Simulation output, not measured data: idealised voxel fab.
process module | voxel plated lines
cross-section cut | 200 nm wide | cells 5 nm
A cross-section is a grid of square cells, given in bands from the top down. A band is one or more rows of cells.
Each band's line starts with the height of the band's top and of its bottom, in nm. Then come its materials from left to right, each with its width in nm. One material with "throughout" fills the band from edge to edge. "air" is empty space.
Height 0 is the level under which the wafer as received is all one material. The lowest band goes on downwards, as in "0 down".
A width such as "30 to 40" changes by the same amount from each row of cells to the next, from the band's top row to its bottom row.
"no change" after a step means that no cell of the cross-section changed.
closed voids: empty space of 8 cells or more with no open way to the top, each as width x height at its distance from the left edge, in nm
after a step's settings: what the simulator itself notes on the step
overlay nm, on a step with a mask: how far to the right of its planned place the mask lay; to the left if negative
plan
1 op RECEIVE | material Si
2 op CONFORMAL_DEP | material Al2O3 | thk nm 10
3 op DIRECTIONAL_DEP | material TiN | thk nm 5
4 op PATTERN | tone open | mask id LINES | material resist | width nm 25 | pitch nm 55 | thk nm 35 | overlay nm -15
5 op EPI | material Ru | thk nm 10
6 op EPI | material Ru | thk nm 5
7 op EPI | material Ru | thk nm 5
8 op STRIP | etch materials resist
9 op DIRECTIONAL_ETCH | etch materials TiN | depth nm 5
10 op CONFORMAL_DEP | material SiN | thk nm 10
varied across the wafers: overlay nm of step 4. The plan shows the first wafer's value. All wafers start alike
first wafer as received, after step 1
  0 down: Si throughout
  closed voids: none
first wafer at the end, after step 10
  45 to 35: air 35 | SiN 45 | air 10 | SiN 45 | air 65
  35 to 20: air 35 | SiN 10 | Ru 25 | SiN 10 | air 10 | SiN 10 | Ru 25 | SiN 10 | air 65
  20 to 15: SiN 45 | Ru 25 | SiN 30 | Ru 25 | SiN 75
  15 to 10: SiN 45 | TiN 25 | SiN 30 | TiN 25 | SiN 75
  10 to 0: Al2O3 throughout
  0 down: Si throughout
  closed voids: none
last wafer at the end
  45 to 35: air 65 | SiN 45 | air 10 | SiN 45 | air 35
  35 to 20: air 65 | SiN 10 | Ru 25 | SiN 10 | air 10 | SiN 10 | Ru 25 | SiN 10 | air 35
  20 to 15: SiN 75 | Ru 25 | SiN 30 | Ru 25 | SiN 45
  15 to 10: SiN 75 | TiN 25 | SiN 30 | TiN 25 | SiN 45
  10 to 0: Al2O3 throughout
  0 down: Si throughout
  closed voids: none
each wafer at the end: cells of each material gained (+) or lost (-) since it was received, then its closed voids
overlay nm -15 | +80 Al2O3 | +40 Ru | +120 SiN | +10 TiN | closed voids: none
overlay nm -10 | +80 Al2O3 | +40 Ru | +120 SiN | +10 TiN | closed voids: none
overlay nm -5 | +80 Al2O3 | +40 Ru | +120 SiN | +10 TiN | closed voids: none
overlay nm 0 | +80 Al2O3 | +40 Ru | +120 SiN | +10 TiN | closed voids: none
overlay nm 5 | +80 Al2O3 | +40 Ru | +120 SiN | +10 TiN | closed voids: none
overlay nm 10 | +80 Al2O3 | +40 Ru | +120 SiN | +10 TiN | closed voids: none
overlay nm 15 | +80 Al2O3 | +40 Ru | +120 SiN | +10 TiN | closed voids: none
